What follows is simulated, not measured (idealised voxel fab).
Proc. module: voxel gate over fins
Pictured: cross-section cut, 215 nm wide, on a grid of 5 nm square cells.
How to read a cross-section here: the picture is a grid of square cells, written as bands going from the top down, and any band can span one or more rows of cells.
It is stipulated that each band's entry specify, in nanometres, the height of the top of the band and then that of its bottom, followed by the materials of the band in left-to-right sequence, each together with its width in nanometres. A single material marked by the word "full width" is understood to fill the band from edge to edge; the word "air" is understood to denote empty space.
The level at which height equals 0 is the one under which the wafer, as it arrives, is entirely one material. No lower edge exists for the bottom band, which continues downward and is notated as in "0 nm and below".
Per-row width for "30..40": begins at first number (top row of band), ends at second number (bottom row), increment between rows held constant.
What does "remained the same" mean for a step? It means no cell of the cross-section changed in that step.
You'll see "Closed void register" listing empty spaces that have no way open to the top, as long as they're 8 cells or more; the notation is width x height at distance, where the distance is from the left edge, and all of it is in nm.
The remark found on a step's line after its settings is issued by the simulator itself and pertains to that step.
overlay nm: for a step with a mask, the amount by which the mask lay right of where it was planned; a negative amount means left of it.
The planned process steps are enumerated hereunder
1: RECEIVE: material Si
2: CONFORMAL_DEP: material SiN, thk nm 10
3: MASKED_ETCH: tone cover, mask id FINS, width nm 15, pitch nm 40, etch materials SiN, depth nm 10, overlay nm -15
4: MASKED_ETCH: tone cover, mask id FINS, width nm 15, pitch nm 40, etch materials Si, depth nm 35, overlay nm 0
5: OXIDIZE: depth nm 5
6: FILL_DEP: material SiO2, thk nm 5
7: CMP: height nm 10
8: SELECTIVE_ETCH: etch materials SiO2, depth nm 20
9: STRIP: etch materials SiN
10: CONFORMAL_DEP: material HfO2, thk nm 5
11: CONFORMAL_DEP: material TiN, thk nm 5
12: CONFORMAL_DEP: material TiAl, thk nm 5
13: CONFORMAL_DEP: material TiN, thk nm 5
14: FILL_DEP: material W, thk nm 10
15: CMP: height nm 25
16: CONFORMAL_DEP: material SiCN, thk nm 10
varied across the wafers: overlay nm of step 3. The plan shows the first wafer's value. All wafers start alike
Incoming state of the first of several wafers in cross-section: after step 1
> 0 nm and below  Si full width
> Closed void register: none
Depicted here is the first of several wafers in cross-section, at module completion following the last step, step 16
> 35 nm to 25 nm  SiCN full width
> 25 nm to 20 nm  W full width
> 20 nm to 15 nm  W 50 nm / TiN 85 nm / W 80 nm
> 15 nm to 10 nm  W 50 nm / TiN 5 nm / TiAl 35 nm / TiN 5 nm / TiAl 35 nm / TiN 20 nm / W 65 nm
> 10 nm to 5 nm  TiN 55 nm / TiAl 5 nm / TiN 25 nm / TiAl 15 nm / TiN 25 nm / TiAl 20 nm / TiN 70 nm
> 5 nm to 0 nm  TiAl 60 nm / TiN 5 nm / HfO2 15 nm / TiN 25 nm / HfO2 15 nm / TiN 20 nm / TiAl 75 nm
> 0 nm to -5 nm  TiN 65 nm / HfO2 5 nm / Si 5 nm / HfO2 20 nm / TiN 10 nm / HfO2 5 nm / Si 5 nm / HfO2 20 nm / TiN 80 nm
> -5 nm to -10 nm  HfO2 70 nm / Si 20 nm / HfO2 20 nm / Si 20 nm / HfO2 85 nm
> -10 nm to -40 nm  SiO2 70 nm / Si 20 nm / SiO2 20 nm / Si 20 nm / SiO2 85 nm
> -40 nm and below  Si full width
> Closed void register: none
The module's end: a cross-section of the last wafer
> 35 nm to 25 nm  SiCN full width
> 25 nm to 20 nm  W full width
> 20 nm to 15 nm  W 80 nm / TiN 85 nm / W 50 nm
> 15 nm to 10 nm  W 65 nm / TiN 20 nm / TiAl 35 nm / TiN 5 nm / TiAl 35 nm / TiN 5 nm / W 50 nm
> 10 nm to 5 nm  TiN 70 nm / TiAl 20 nm / TiN 25 nm / TiAl 15 nm / TiN 25 nm / TiAl 5 nm / TiN 55 nm
> 5 nm to 0 nm  TiAl 75 nm / TiN 20 nm / HfO2 15 nm / TiN 25 nm / HfO2 15 nm / TiN 5 nm / TiAl 60 nm
> 0 nm to -5 nm  TiN 80 nm / HfO2 20 nm / Si 5 nm / HfO2 5 nm / TiN 10 nm / HfO2 20 nm / Si 5 nm / HfO2 5 nm / TiN 65 nm
> -5 nm to -10 nm  HfO2 85 nm / Si 20 nm / HfO2 20 nm / Si 20 nm / HfO2 70 nm
> -10 nm to -40 nm  SiO2 85 nm / Si 20 nm / SiO2 20 nm / Si 20 nm / SiO2 70 nm
> -40 nm and below  Si full width
> Closed void register: none
For your reference, the table is organized with a row per wafer; each row reflects the wafer at the end of the module, indicating for each material the cells gained (+) or lost (-) since receipt, and thereafter its closed voids
overlay nm -15, +51 HfO2, -286 Si, +86 SiCN, +210 SiO2, +49 TiAl, +99 TiN, +92 W, Closed void register: none
overlay nm -10, +51 HfO2, -300 Si, +86 SiCN, +222 SiO2, +50 TiAl, +99 TiN, +93 W, Closed void register: none
overlay nm -5, +51 HfO2, -314 Si, +86 SiCN, +234 SiO2, +51 TiAl, +99 TiN, +94 W, Closed void register: none
overlay nm 0, +51 HfO2, -328 Si, +86 SiCN, +246 SiO2, +51 TiAl, +100 TiN, +95 W, Closed void register: none
overlay nm 5, +51 HfO2, -314 Si, +86 SiCN, +234 SiO2, +51 TiAl, +99 TiN, +94 W, Closed void register: none
overlay nm 10, +51 HfO2, -300 Si, +86 SiCN, +222 SiO2, +50 TiAl, +99 TiN, +93 W, Closed void register: none
overlay nm 15, +51 HfO2, -286 Si, +86 SiCN, +210 SiO2, +49 TiAl, +99 TiN, +92 W, Closed void register: none
